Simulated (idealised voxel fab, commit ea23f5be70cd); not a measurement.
You're looking at the process module voxel tone inversion.
We display cut, a cross-section 155 nm in width whose square cells are each 5 nm.
Reading order for cross-sections: top band down to bottom band. Underlying form: a grid of square cells. Band size: one or more rows of cells.
Top, bottom (nm), then materials left to right with widths (nm); lone material tagged "edge to edge" fills the whole band edge to edge; "blank" = empty space.
Below 0: as-received wafer, all one material; heights counted from there. Lowest band: no bottom, goes on down, written "0..down".
Read "30..40" as a graded width: first number on top, second number at the bottom, same change between each pair of neighbouring rows.
"no change" after a step means that no cell of the cross-section changed.
Under "Enclosed cavity list" you'll find the enclosed gaps, the ones with no way out to the top, that are 8 cells or bigger; each reads width x height at distance, with distance counted from the left edge, everything in nm.
Where a step's line continues beyond its settings, the continuation is a remark by the simulator itself on that step.
What "overlay nm" on a step's line means: if the step has a mask, that mask lay this far to the right of its planned place, or, when the value is negative, to the left.
# The following list gives the planned process steps
1. RECEIVE | material Si
2. CONFORMAL_DEP | material SiN | thk nm 5
3. DIRECTIONAL_DEP | material polySi | thk nm 25
4. PATTERN | tone cover | mask id POSTS | material resist | width nm 25 | pitch nm 50 | thk nm 35 | overlay nm 0
5. DIRECTIONAL_ETCH | etch materials polySi | depth nm 25
6. STRIP | etch materials resist
7. FILL_DEP | material lowk | thk nm 5
8. CMP | height nm 30
9. STRIP | etch materials polySi
10. CONFORMAL_DEP | material TiN | thk nm 5
11. FILL_DEP | material Ru | thk nm 10
12. CMP | height nm 30
13. CONFORMAL_DEP | material SiN | thk nm 5
# first wafer, as planned
# Wafer at receipt (post step 1), cross-section
0..down = Si edge to edge
Enclosed cavity list: none
# Presented here is a cross-section of the wafer after step 2 has been performed
5..0 = SiN edge to edge
At heights below 0, the structure remains unaltered.
# Presented here is a cross-section of the wafer after step 3 has been performed
30..5 = polySi edge to edge
At heights below 5, the structure remains unaltered.
# Presented here is a cross-section of the wafer after step 4 has been performed
65..30 = blank: 15, resist: 25, blank: 25, resist: 25, blank: 25, resist: 25, blank: 15
At heights below 30, the structure remains unaltered.
# Presented here is a cross-section of the wafer after step 5 has been performed
65..30 = blank: 15, resist: 25, blank: 25, resist: 25, blank: 25, resist: 25, blank: 15
30..5 = blank: 15, polySi: 25, blank: 25, polySi: 25, blank: 25, polySi: 25, blank: 15
At heights below 5, the structure remains unaltered.
# Presented here is a cross-section of the wafer after step 6 has been performed
30..5 = blank: 15, polySi: 25, blank: 25, polySi: 25, blank: 25, polySi: 25, blank: 15
At heights below 5, the structure remains unaltered.
# Presented here is a cross-section of the wafer after step 7 has been performed
35..30 = lowk edge to edge
30..5 = lowk: 15, polySi: 25, lowk: 25, polySi: 25, lowk: 25, polySi: 25, lowk: 15
At heights below 5, the structure remains unaltered.
# Presented here is a cross-section of the wafer after step 8 has been performed
30..5 = lowk: 15, polySi: 25, lowk: 25, polySi: 25, lowk: 25, polySi: 25, lowk: 15
At heights below 5, the structure remains unaltered.
# Presented here is a cross-section of the wafer after step 9 has been performed
30..5 = lowk: 15, blank: 25, lowk: 25, blank: 25, lowk: 25, blank: 25, lowk: 15
At heights below 5, the structure remains unaltered.
# Presented here is a cross-section of the wafer after step 10 has been performed
35..30 = TiN: 20, blank: 15, TiN: 35, blank: 15, TiN: 35, blank: 15, TiN: 20
30..10 = lowk: 15, TiN: 5, blank: 15, TiN: 5, lowk: 25, TiN: 5, blank: 15, TiN: 5, lowk: 25, TiN: 5, blank: 15, TiN: 5, lowk: 15
10..5 = lowk: 15, TiN: 25, lowk: 25, TiN: 25, lowk: 25, TiN: 25, lowk: 15
At heights below 5, the structure remains unaltered.
# Presented here is a cross-section of the wafer after step 11 has been performed
45..35 = Ru edge to edge
35..30 = TiN: 20, Ru: 15, TiN: 35, Ru: 15, TiN: 35, Ru: 15, TiN: 20
30..10 = lowk: 15, TiN: 5, Ru: 15, TiN: 5, lowk: 25, TiN: 5, Ru: 15, TiN: 5, lowk: 25, TiN: 5, Ru: 15, TiN: 5, lowk: 15
At heights below 10, the structure remains unaltered.
# Presented here is a cross-section of the wafer after step 12 has been performed
30..10 = lowk: 15, TiN: 5, Ru: 15, TiN: 5, lowk: 25, TiN: 5, Ru: 15, TiN: 5, lowk: 25, TiN: 5, Ru: 15, TiN: 5, lowk: 15
At heights below 10, the structure remains unaltered.
# Presented here is a cross-section of the wafer after step 13 has been performed
35..30 = SiN edge to edge
At heights below 30, the structure remains unaltered.
# Now the other wafer: same start, same recipe, but we messed up one thing when running it. Up to and including step 1 it's the same as the first one
# Second wafer: cross-section at the scheduled end of step 2
15..0 = SiN edge to edge
At heights below 0, the structure remains unaltered.
# Second wafer: cross-section at the scheduled end of step 3
40..15 = polySi edge to edge
At heights below 15, the structure remains unaltered.
# Second wafer: cross-section at the scheduled end of step 4
75..40 = blank: 15, resist: 25, blank: 25, resist: 25, blank: 25, resist: 25, blank: 15
At heights below 40, the structure remains unaltered.
# Second wafer: cross-section at the scheduled end of step 5
75..40 = blank: 15, resist: 25, blank: 25, resist: 25, blank: 25, resist: 25, blank: 15
40..15 = blank: 15, polySi: 25, blank: 25, polySi: 25, blank: 25, polySi: 25, blank: 15
At heights below 15, the structure remains unaltered.
# Second wafer: cross-section at the scheduled end of step 6
40..15 = blank: 15, polySi: 25, blank: 25, polySi: 25, blank: 25, polySi: 25, blank: 15
At heights below 15, the structure remains unaltered.
# Second wafer: cross-section at the scheduled end of step 7
45..40 = lowk edge to edge
40..15 = lowk: 15, polySi: 25, lowk: 25, polySi: 25, lowk: 25, polySi: 25, lowk: 15
At heights below 15, the structure remains unaltered.
# Second wafer: cross-section at the scheduled end of step 8
30..15 = lowk: 15, polySi: 25, lowk: 25, polySi: 25, lowk: 25, polySi: 25, lowk: 15
At heights below 15, the structure remains unaltered.
# Second wafer: cross-section at the scheduled end of step 9
30..15 = lowk: 15, blank: 25, lowk: 25, blank: 25, lowk: 25, blank: 25, lowk: 15
At heights below 15, the structure remains unaltered.
# Second wafer: cross-section at the scheduled end of step 10
35..30 = TiN: 20, blank: 15, TiN: 35, blank: 15, TiN: 35, blank: 15, TiN: 20
30..20 = lowk: 15, TiN: 5, blank: 15, TiN: 5, lowk: 25, TiN: 5, blank: 15, TiN: 5, lowk: 25, TiN: 5, blank: 15, TiN: 5, lowk: 15
20..15 = lowk: 15, TiN: 25, lowk: 25, TiN: 25, lowk: 25, TiN: 25, lowk: 15
At heights below 15, the structure remains unaltered.
# Second wafer: cross-section at the scheduled end of step 11
45..35 = Ru edge to edge
35..30 = TiN: 20, Ru: 15, TiN: 35, Ru: 15, TiN: 35, Ru: 15, TiN: 20
30..20 = lowk: 15, TiN: 5, Ru: 15, TiN: 5, lowk: 25, TiN: 5, Ru: 15, TiN: 5, lowk: 25, TiN: 5, Ru: 15, TiN: 5, lowk: 15
At heights below 20, the structure remains unaltered.
# Second wafer: cross-section at the scheduled end of step 12
30..20 = lowk: 15, TiN: 5, Ru: 15, TiN: 5, lowk: 25, TiN: 5, Ru: 15, TiN: 5, lowk: 25, TiN: 5, Ru: 15, TiN: 5, lowk: 15
At heights below 20, the structure remains unaltered.
# Second wafer: cross-section at the scheduled end of step 13
35..30 = SiN edge to edge
At heights below 30, the structure remains unaltered.
Nonconformance to the process plan: rather than as planned, step 2 actually ran as CONFORMAL_DEP | material SiN | thk nm 15
Materials where the second wafer ends with more or fewer cells than the first: Ru: 18 fewer, SiN: 62 more, TiN: 12 fewer, lowk: 32 fewer
